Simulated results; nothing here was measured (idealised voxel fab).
process module | voxel double patterning
cross-section cut | 190 nm wide | cells 5 nm
A cross-section is a grid of square cells, given in bands from the top down. A band is one or more rows of cells.
Each band's line starts with the height of the band's top and of its bottom, in nm. Then come its materials from left to right, each with its width in nm. One material with "throughout" fills the band from edge to edge. "air" is empty space.
Height 0 is the level under which the wafer as received is all one material. The lowest band goes on downwards, as in "0 down".
A width such as "30 to 40" changes by the same amount from each row of cells to the next, from the band's top row to its bottom row.
"no change" after a step means that no cell of the cross-section changed.
closed voids: empty space of 8 cells or more with no open way to the top, each as width x height at its distance from the left edge, in nm
after a step's settings: what the simulator itself notes on the step
overlay nm, on a step with a mask: how far to the right of its planned place the mask lay; to the left if negative
plan
1 op RECEIVE | material Si
2 op CONFORMAL_DEP | material SiO2 | thk nm 10
3 op DIRECTIONAL_DEP | material polySi | thk nm 15
4 op DIRECTIONAL_DEP | material SiN | thk nm 5
5 op DIRECTIONAL_DEP | material aC | thk nm 10
6 op PATTERN | tone open | mask id FIRST | material resist | width nm 15 | pitch nm 50 | thk nm 30 | overlay nm 0
7 op DIRECTIONAL_ETCH | etch materials aC | depth nm 10
8 op STRIP | etch materials resist
9 op DIRECTIONAL_ETCH | etch materials SiN | depth nm 5
10 op STRIP | etch materials aC
11 op MASKED_ETCH | tone open | mask id SECOND | width nm 15 | pitch nm 50 | etch materials SiN | depth nm 5 | overlay nm 0
12 op DIRECTIONAL_ETCH | etch materials polySi | depth nm 15
13 op STRIP | etch materials SiN
as received, after step 1
  0 down: Si throughout
  closed voids: none
first wafer at the end, as planned
  25 to 10: polySi 35 | air 15 | polySi 10 | air 15 | polySi 10 | air 15 | polySi 10 | air 15 | polySi 10 | air 15 | polySi 40
  10 to 0: SiO2 throughout
  0 down: Si throughout
  closed voids: none
second wafer at the end: like start, like plan, one mistake
  25 to 10: polySi 35 | air 15 | polySi 10 | air 15 | polySi 10 | air 15 | polySi 10 | air 15 | polySi 10 | air 15 | polySi 40
  10 to 0: aC throughout
  0 down: Si throughout
  closed voids: none
what went wrong: step 2 ran as: op CONFORMAL_DEP | material aC | thk nm 10
at the end the second wafer has, in cells: 76 fewer of SiO2 | 76 more of aC
